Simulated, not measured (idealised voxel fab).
process module | voxel wiring stack
cross-section cut | 185 nm wide | cells 5 nm
A cross-section is a grid of square cells, given in bands from the top down. A band is one or more rows of cells.
Each band's line starts with the height of the band's top and of its bottom, in nm. Then come its materials from left to right, each with its width in nm. One material with "throughout" fills the band from edge to edge. "air" is empty space.
Height 0 is the level under which the wafer as received is all one material. The lowest band goes on downwards, as in "0 down".
A width such as "30 to 40" changes by the same amount from each row of cells to the next, from the band's top row to its bottom row.
"no change" after a step means that no cell of the cross-section changed.
closed voids: empty space of 8 cells or more with no open way to the top, each as width x height at its distance from the left edge, in nm
after a step's settings: what the simulator itself notes on the step
overlay nm, on a step with a mask: how far to the right of its planned place the mask lay; to the left if negative
plan
1 op RECEIVE | material Si
2 op CONFORMAL_DEP | material SiO2 | thk nm 10
3 op CONFORMAL_DEP | material SiN | thk nm 5
4 op DIRECTIONAL_DEP | material SiO2 | thk nm 25
5 op MASKED_ETCH | tone open | mask id METAL_1 | width nm 20 | pitch nm 45 | etch materials SiO2 | depth nm 25 | overlay nm 0
6 op MASKED_ETCH | tone open | mask id METAL_1 | width nm 20 | pitch nm 45 | etch materials SiN | depth nm 5 | overlay nm 0
7 op CONFORMAL_DEP | material TiN | thk nm 5
8 op FILL_DEP | material Cu | thk nm 5
9 op CMP | height nm 40
10 op EPI | material Ru | thk nm 5
11 op FILL_DEP | material SiCN | thk nm 5
12 op DIRECTIONAL_DEP | material lowk | thk nm 30
13 op DIRECTIONAL_DEP | material aC | thk nm 10
14 op PATTERN | tone open | mask id METAL_2_HOLES | material resist | width nm 15 | pitch nm 45 | thk nm 30 | overlay nm 0
15 op DIRECTIONAL_ETCH | etch materials aC | depth nm 10
16 op STRIP | etch materials resist
17 op DIRECTIONAL_ETCH | etch materials lowk | depth nm 30
18 op STRIP | etch materials aC
19 op MASKED_ETCH | tone open | mask id METAL_2 | width nm 20 | pitch nm 45 | etch materials lowk | depth nm 20 | overlay nm 0
20 op MASKED_ETCH | tone open | mask id METAL_2 | width nm 20 | pitch nm 45 | etch materials SiCN | depth nm 5 | overlay nm 0
21 op CONFORMAL_DEP | material TiN | thk nm 5
22 op FILL_DEP | material Cu | thk nm 10
23 op CMP | height nm 80
24 op CONFORMAL_DEP | material SiN | thk nm 5
first wafer, as planned
as received, after step 1
  0 down: Si throughout
  closed voids: none
after step 2
  10 to 0: SiO2 throughout
  below 0: unchanged
after step 3
  15 to 10: SiN throughout
  below 10: unchanged
after step 4
  40 to 15: SiO2 throughout
  below 15: unchanged
after step 5
  40 to 15: SiO2 15 | air 20 | SiO2 25 | air 20 | SiO2 25 | air 20 | SiO2 25 | air 20 | SiO2 15
  below 15: unchanged
after step 6
  40 to 15: SiO2 15 | air 20 | SiO2 25 | air 20 | SiO2 25 | air 20 | SiO2 25 | air 20 | SiO2 15
  15 to 10: SiN 15 | air 20 | SiN 25 | air 20 | SiN 25 | air 20 | SiN 25 | air 20 | SiN 15
  below 10: unchanged
after step 7
  45 to 40: TiN 20 | air 10 | TiN 35 | air 10 | TiN 35 | air 10 | TiN 35 | air 10 | TiN 20
  40 to 15: SiO2 15 | TiN 5 | air 10 | TiN 5 | SiO2 25 | TiN 5 | air 10 | TiN 5 | SiO2 25 | TiN 5 | air 10 | TiN 5 | SiO2 25 | TiN 5 | air 10 | TiN 5 | SiO2 15
  15 to 10: SiN 15 | TiN 20 | SiN 25 | TiN 20 | SiN 25 | TiN 20 | SiN 25 | TiN 20 | SiN 15
  below 10: unchanged
after step 8
  50 to 45: Cu throughout
  45 to 40: TiN 20 | Cu 10 | TiN 35 | Cu 10 | TiN 35 | Cu 10 | TiN 35 | Cu 10 | TiN 20
  40 to 15: SiO2 15 | TiN 5 | Cu 10 | TiN 5 | SiO2 25 | TiN 5 | Cu 10 | TiN 5 | SiO2 25 | TiN 5 | Cu 10 | TiN 5 | SiO2 25 | TiN 5 | Cu 10 | TiN 5 | SiO2 15
  below 15: unchanged
after step 9
  40 to 15: SiO2 15 | TiN 5 | Cu 10 | TiN 5 | SiO2 25 | TiN 5 | Cu 10 | TiN 5 | SiO2 25 | TiN 5 | Cu 10 | TiN 5 | SiO2 25 | TiN 5 | Cu 10 | TiN 5 | SiO2 15
  below 15: unchanged
after step 10
  45 to 40: air 10 | Ru 30 | air 15 | Ru 30 | air 15 | Ru 30 | air 15 | Ru 30 | air 10
  below 40: unchanged
after step 11
  50 to 45: SiCN throughout
  45 to 40: SiCN 10 | Ru 30 | SiCN 15 | Ru 30 | SiCN 15 | Ru 30 | SiCN 15 | Ru 30 | SiCN 10
  below 40: unchanged
after step 12
  80 to 50: lowk throughout
  below 50: unchanged
after step 13
  90 to 80: aC throughout
  below 80: unchanged
after step 14
  120 to 90: resist 15 | air 15 | resist 30 | air 15 | resist 30 | air 15 | resist 30 | air 15 | resist 20
  below 90: unchanged
after step 15
  110 to 90: resist 15 | air 15 | resist 30 | air 15 | resist 30 | air 15 | resist 30 | air 15 | resist 20
  90 to 80: aC 15 | air 15 | aC 30 | air 15 | aC 30 | air 15 | aC 30 | air 15 | aC 20
  below 80: unchanged
after step 16
  90 to 80: aC 15 | air 15 | aC 30 | air 15 | aC 30 | air 15 | aC 30 | air 15 | aC 20
  below 80: unchanged
after step 17
  90 to 80: aC 15 | air 15 | aC 30 | air 15 | aC 30 | air 15 | aC 30 | air 15 | aC 20
  80 to 50: lowk 15 | air 15 | lowk 30 | air 15 | lowk 30 | air 15 | lowk 30 | air 15 | lowk 20
  below 50: unchanged
after step 18
  80 to 50: lowk 15 | air 15 | lowk 30 | air 15 | lowk 30 | air 15 | lowk 30 | air 15 | lowk 20
  below 50: unchanged
after step 19
  80 to 60: lowk 15 | air 20 | lowk 25 | air 20 | lowk 25 | air 20 | lowk 25 | air 20 | lowk 15
  below 60: unchanged
after step 20
  80 to 60: lowk 15 | air 20 | lowk 25 | air 20 | lowk 25 | air 20 | lowk 25 | air 20 | lowk 15
  60 to 50: lowk 15 | air 15 | lowk 30 | air 15 | lowk 30 | air 15 | lowk 30 | air 15 | lowk 20
  50 to 45: SiCN 15 | air 15 | SiCN 30 | air 15 | SiCN 30 | air 15 | SiCN 30 | air 15 | SiCN 20
  below 45: unchanged
after step 21
  85 to 80: TiN 20 | air 10 | TiN 35 | air 10 | TiN 35 | air 10 | TiN 35 | air 10 | TiN 20
  80 to 65: lowk 15 | TiN 5 | air 10 | TiN 5 | lowk 25 | TiN 5 | air 10 | TiN 5 | lowk 25 | TiN 5 | air 10 | TiN 5 | lowk 25 | TiN 5 | air 10 | TiN 5 | lowk 15
  65 to 60: lowk 15 | TiN 5 | air 5 | TiN 10 | lowk 25 | TiN 5 | air 5 | TiN 10 | lowk 25 | TiN 5 | air 5 | TiN 10 | lowk 25 | TiN 5 | air 5 | TiN 10 | lowk 15
  60 to 50: lowk 15 | TiN 5 | air 5 | TiN 5 | lowk 30 | TiN 5 | air 5 | TiN 5 | lowk 30 | TiN 5 | air 5 | TiN 5 | lowk 30 | TiN 5 | air 5 | TiN 5 | lowk 20
  50 to 45: SiCN 15 | TiN 15 | SiCN 30 | TiN 15 | SiCN 30 | TiN 15 | SiCN 30 | TiN 15 | SiCN 20
  below 45: unchanged
after step 22
  95 to 85: Cu throughout
  85 to 80: TiN 20 | Cu 10 | TiN 35 | Cu 10 | TiN 35 | Cu 10 | TiN 35 | Cu 10 | TiN 20
  80 to 65: lowk 15 | TiN 5 | Cu 10 | TiN 5 | lowk 25 | TiN 5 | Cu 10 | TiN 5 | lowk 25 | TiN 5 | Cu 10 | TiN 5 | lowk 25 | TiN 5 | Cu 10 | TiN 5 | lowk 15
  65 to 60: lowk 15 | TiN 5 | Cu 5 | TiN 10 | lowk 25 | TiN 5 | Cu 5 | TiN 10 | lowk 25 | TiN 5 | Cu 5 | TiN 10 | lowk 25 | TiN 5 | Cu 5 | TiN 10 | lowk 15
  60 to 50: lowk 15 | TiN 5 | Cu 5 | TiN 5 | lowk 30 | TiN 5 | Cu 5 | TiN 5 | lowk 30 | TiN 5 | Cu 5 | TiN 5 | lowk 30 | TiN 5 | Cu 5 | TiN 5 | lowk 20
  below 50: unchanged
after step 23
  80 to 65: lowk 15 | TiN 5 | Cu 10 | TiN 5 | lowk 25 | TiN 5 | Cu 10 | TiN 5 | lowk 25 | TiN 5 | Cu 10 | TiN 5 | lowk 25 | TiN 5 | Cu 10 | TiN 5 | lowk 15
  below 65: unchanged
after step 24
  85 to 80: SiN throughout
  below 80: unchanged
second wafer: like start, like plan, one mistake. Through step 10 it matches the first wafer
when step 11 should have ended: no change
when step 12 should have ended
  75 to 70: air 10 | lowk 30 | air 15 | lowk 30 | air 15 | lowk 30 | air 15 | lowk 30 | air 10
  70 to 45: lowk throughout
  45 to 40: lowk 10 | Ru 30 | lowk 15 | Ru 30 | lowk 15 | Ru 30 | lowk 15 | Ru 30 | lowk 10
  below 40: unchanged
when step 13 should have ended
  85 to 80: air 10 | aC 30 | air 15 | aC 30 | air 15 | aC 30 | air 15 | aC 30 | air 10
  80 to 75: aC throughout
  75 to 70: aC 10 | lowk 30 | aC 15 | lowk 30 | aC 15 | lowk 30 | aC 15 | lowk 30 | aC 10
  below 70: unchanged
when step 14 should have ended
  115 to 85: resist 15 | air 15 | resist 30 | air 15 | resist 30 | air 15 | resist 30 | air 15 | resist 20
  85 to 80: resist 10 | aC 30 | resist 15 | aC 30 | resist 15 | aC 30 | resist 15 | aC 30 | resist 10
  below 80: unchanged
when step 15 should have ended
  105 to 85: resist 15 | air 15 | resist 30 | air 15 | resist 30 | air 15 | resist 30 | air 15 | resist 20
  85 to 80: resist 10 | aC 5 | air 15 | aC 10 | resist 15 | aC 5 | air 15 | aC 10 | resist 15 | aC 5 | air 15 | aC 10 | resist 15 | aC 5 | air 15 | aC 10 | resist 10
  80 to 75: aC 15 | air 15 | aC 30 | air 15 | aC 30 | air 15 | aC 30 | air 15 | aC 20
  below 75: unchanged
when step 16 should have ended
  85 to 80: air 10 | aC 5 | air 15 | aC 10 | air 15 | aC 5 | air 15 | aC 10 | air 15 | aC 5 | air 15 | aC 10 | air 15 | aC 5 | air 15 | aC 10 | air 10
  below 80: unchanged
when step 17 should have ended
  85 to 80: air 10 | aC 5 | air 15 | aC 10 | air 15 | aC 5 | air 15 | aC 10 | air 15 | aC 5 | air 15 | aC 10 | air 15 | aC 5 | air 15 | aC 10 | air 10
  80 to 75: aC 15 | air 15 | aC 30 | air 15 | aC 30 | air 15 | aC 30 | air 15 | aC 20
  75 to 70: aC 10 | lowk 5 | air 15 | lowk 10 | aC 15 | lowk 5 | air 15 | lowk 10 | aC 15 | lowk 5 | air 15 | lowk 10 | aC 15 | lowk 5 | air 15 | lowk 10 | aC 10
  70 to 45: lowk 15 | air 15 | lowk 30 | air 15 | lowk 30 | air 15 | lowk 30 | air 15 | lowk 20
  below 45: unchanged
when step 18 should have ended
  75 to 70: air 10 | lowk 5 | air 15 | lowk 10 | air 15 | lowk 5 | air 15 | lowk 10 | air 15 | lowk 5 | air 15 | lowk 10 | air 15 | lowk 5 | air 15 | lowk 10 | air 10
  below 70: unchanged
when step 19 should have ended
  75 to 70: air 10 | lowk 5 | air 20 | lowk 5 | air 15 | lowk 5 | air 20 | lowk 5 | air 15 | lowk 5 | air 20 | lowk 5 | air 15 | lowk 5 | air 20 | lowk 5 | air 10
  70 to 55: lowk 15 | air 20 | lowk 25 | air 20 | lowk 25 | air 20 | lowk 25 | air 20 | lowk 15
  below 55: unchanged
when step 20 should have ended: no change
when step 21 should have ended
  80 to 75: air 5 | TiN 15 | air 10 | TiN 15 | air 5 | TiN 15 | air 10 | TiN 15 | air 5 | TiN 15 | air 10 | TiN 15 | air 5 | TiN 15 | air 10 | TiN 15 | air 5
  75 to 70: TiN 10 | lowk 5 | TiN 5 | air 10 | TiN 5 | lowk 5 | TiN 15 | lowk 5 | TiN 5 | air 10 | TiN 5 | lowk 5 | TiN 15 | lowk 5 | TiN 5 | air 10 | TiN 5 | lowk 5 | TiN 15 | lowk 5 | TiN 5 | air 10 | TiN 5 | lowk 5 | TiN 10
  70 to 60: lowk 15 | TiN 5 | air 10 | TiN 5 | lowk 25 | TiN 5 | air 10 | TiN 5 | lowk 25 | TiN 5 | air 10 | TiN 5 | lowk 25 | TiN 5 | air 10 | TiN 5 | lowk 15
  60 to 50: lowk 15 | TiN 5 | air 5 | TiN 10 to 5 | lowk 25 to 30 | TiN 5 | air 5 | TiN 10 to 5 | lowk 25 to 30 | TiN 5 | air 5 | TiN 10 to 5 | lowk 25 to 30 | TiN 5 | air 5 | TiN 10 to 5 | lowk 15 to 20
  50 to 45: lowk 15 | TiN 15 | lowk 30 | TiN 15 | lowk 30 | TiN 15 | lowk 30 | TiN 15 | lowk 20
  below 45: unchanged
when step 22 should have ended
  90 to 80: Cu throughout
  80 to 75: Cu 5 | TiN 15 | Cu 10 | TiN 15 | Cu 5 | TiN 15 | Cu 10 | TiN 15 | Cu 5 | TiN 15 | Cu 10 | TiN 15 | Cu 5 | TiN 15 | Cu 10 | TiN 15 | Cu 5
  75 to 70: TiN 10 | lowk 5 | TiN 5 | Cu 10 | TiN 5 | lowk 5 | TiN 15 | lowk 5 | TiN 5 | Cu 10 | TiN 5 | lowk 5 | TiN 15 | lowk 5 | TiN 5 | Cu 10 | TiN 5 | lowk 5 | TiN 15 | lowk 5 | TiN 5 | Cu 10 | TiN 5 | lowk 5 | TiN 10
  70 to 60: lowk 15 | TiN 5 | Cu 10 | TiN 5 | lowk 25 | TiN 5 | Cu 10 | TiN 5 | lowk 25 | TiN 5 | Cu 10 | TiN 5 | lowk 25 | TiN 5 | Cu 10 | TiN 5 | lowk 15
  60 to 50: lowk 15 | TiN 5 | Cu 5 | TiN 10 to 5 | lowk 25 to 30 | TiN 5 | Cu 5 | TiN 10 to 5 | lowk 25 to 30 | TiN 5 | Cu 5 | TiN 10 to 5 | lowk 25 to 30 | TiN 5 | Cu 5 | TiN 10 to 5 | lowk 15 to 20
  below 50: unchanged
when step 23 should have ended
  80 to 75: Cu 5 | TiN 15 | Cu 10 | TiN 15 | Cu 5 | TiN 15 | Cu 10 | TiN 15 | Cu 5 | TiN 15 | Cu 10 | TiN 15 | Cu 5 | TiN 15 | Cu 10 | TiN 15 | Cu 5
  below 75: unchanged
when step 24 should have ended
  85 to 80: SiN throughout
  below 80: unchanged
what went wrong: step 11 was left out
at the end the second wafer has, in cells: 9 more of Cu | 38 fewer of SiCN | 29 more of TiN
